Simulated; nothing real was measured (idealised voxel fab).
The process module presented herein is designated voxel transistor to metal.
cross-section cut | 185 nm wide | cells 5 nm
A cross-section is written here as square cells arranged in a grid, and it is given in bands from the top down, each band taking up one or more rows of cells.
Heads up on the band format: heights come first, top then bottom, in nm. After that it's the materials left to right, each with its width in nm. A single material flagged "edge to edge" fills the whole band edge to edge, and "blank" means there's empty space there.
The level at which height equals 0 is the one under which the wafer, as it arrives, is entirely one material. No lower edge exists for the bottom band, which continues downward and is notated as in "0 nm and below".
When a width is written as two numbers, as in "30->40", the first number is the width in the top row of cells of the band and the second is the width in its bottom row, and the width changes by the same amount from each row to the next.
A step reported as "identical to before" is a step in which no cell of the cross-section changed.
Look at "Voids, enclosed" for the closed voids: empty spaces with no open path to the top, sized 8 cells or up. Each is width x height at distance, distance from the left edge, all nm.
Formally, on a step line, whatever follows the settings is a remark that the simulator itself makes on the step.
overlay nm: where the mask lay relative to plan, measured to the right, on steps with a mask; negatives go left.
Set out below are the planned steps of the process:
1,op RECEIVE | material Si
2,op CONFORMAL_DEP | material SiO2 | thk nm 5
3,op CONFORMAL_DEP | material SiN | thk nm 15
4,op DIRECTIONAL_DEP | material aC | thk nm 15
5,op PATTERN | tone cover | mask id ACTIVE | material resist | width nm 95 | thk nm 30 | overlay nm 0
6,op DIRECTIONAL_ETCH | etch materials aC | depth nm 15
7,op STRIP | etch materials resist
8,op DIRECTIONAL_ETCH | etch materials SiN | depth nm 15
9,op DIRECTIONAL_ETCH | etch materials SiO2 | depth nm 5
10,op DIRECTIONAL_ETCH | etch materials Si | depth nm 35
11,op STRIP | etch materials aC
12,op OXIDIZE | depth nm 5
13,op FILL_DEP | material SiO2 | thk nm 10
14,op CMP | height nm 20
15,op SELECTIVE_ETCH | etch materials SiO2 | depth nm 15
16,op STRIP | etch materials SiN
17,op SELECTIVE_ETCH | etch materials SiO2 | depth nm 5
18,op OXIDIZE | depth nm 5
19,op DIRECTIONAL_DEP | material polySi | thk nm 20
20,op DIRECTIONAL_DEP | material SiCN | thk nm 10
21,op MASKED_ETCH | tone cover | mask id GATE | width nm 25 | etch materials SiCN | depth nm 20 | overlay nm 0
22,op MASKED_ETCH | tone cover | mask id GATE | width nm 25 | etch materials polySi | depth nm 30 | overlay nm 0
23,op CONFORMAL_DEP | material SiN | thk nm 5
24,op DIRECTIONAL_ETCH | etch materials SiN | depth nm 5
25,op DIRECTIONAL_ETCH | etch materials SiO2 | depth nm 5
26,op DIRECTIONAL_ETCH | etch materials Si | depth nm 10
27,op EPI | material SiGe | thk nm 10
28,op FILL_DEP | material SiO2 | thk nm 10
29,op CMP | height nm 20
30,op STRIP | etch materials polySi
31,op SELECTIVE_ETCH | etch materials SiO2 | depth nm 5
32,op CONFORMAL_DEP | material HfO2 | thk nm 5
33,op CONFORMAL_DEP | material TiN | thk nm 5
34,op FILL_DEP | material W | thk nm 10
35,op CMP | height nm 15
36,op DIRECTIONAL_DEP | material SiO2 | thk nm 15
37,op DIRECTIONAL_DEP | material aC | thk nm 15
38,op PATTERN | tone open | mask id CONTACT | material resist | width nm 15 | pitch nm 70 | thk nm 35 | overlay nm 0
39,op DIRECTIONAL_ETCH | etch materials aC | depth nm 15
40,op STRIP | etch materials resist
41,op DIRECTIONAL_ETCH | etch materials SiO2 | depth nm 35
42,op STRIP | etch materials aC
43,op CONFORMAL_DEP | material TiN | thk nm 5
44,op FILL_DEP | material W | thk nm 10
45,op CMP | height nm 30
46,op DIRECTIONAL_DEP | material TiN | thk nm 5
47,op DIRECTIONAL_DEP | material W | thk nm 25
48,op MASKED_ETCH | tone cover | mask id METAL_1 | width nm 15 | pitch nm 70 | etch materials W | depth nm 25 | overlay nm 0
49,op MASKED_ETCH | tone cover | mask id METAL_1 | width nm 15 | pitch nm 70 | etch materials TiN | depth nm 5 | overlay nm 0
50,op CONFORMAL_DEP | material SiN | thk nm 5
51,op FILL_DEP | material SiO2 | thk nm 10
52,op CMP | height nm 60
53,op CONFORMAL_DEP | material SiCN | thk nm 5
Cross-section of the wafer upon arrival, representing the state reached after step 1:
0 nm and below | Si edge to edge
Voids, enclosed: none
Post-module cross-section: identical start and plan to those above, one misstep in execution:
65 nm to 60 nm | SiCN edge to edge
60 nm to 35 nm | SiO2 45  SiN 5  W 15  SiN 5  SiO2 45  SiN 5  W 15  SiN 5  SiO2 45
35 nm to 30 nm | SiN 50  TiN 15  SiN 55  TiN 15  SiN 50
30 nm to 15 nm | SiO2 50  TiN 5  W 5  TiN 5  SiO2 55  TiN 5  W 5  TiN 5  SiO2 50
15 nm to 10 nm | SiO2 50  TiN 15  SiO2 10  SiN 5  HfO2 5  TiN 5  W 5  TiN 5  HfO2 5  SiN 5  SiO2 10  TiN 15  SiO2 50
10 nm to 5 nm | SiO2 75  SiN 5  HfO2 5  TiN 5  W 5  TiN 5  HfO2 5  SiN 5  SiO2 75
5 nm to 0 nm | SiO2 65  SiGe 10  SiN 5  HfO2 5  TiN 15  HfO2 5  SiN 5  SiGe 10  SiO2 65
0 nm to -5 nm | SiO2 65  SiGe 10  HfO2 35  SiGe 10  SiO2 65
-5 nm to -15 nm | SiO2 50  SiGe 25  Si 35  SiGe 25  SiO2 50
-15 nm to -40 nm | SiO2 50  Si 85  SiO2 50
-40 nm and below | Si edge to edge
Voids, enclosed: none
What was the processing mistake? execution of plan step 36 occurred twice
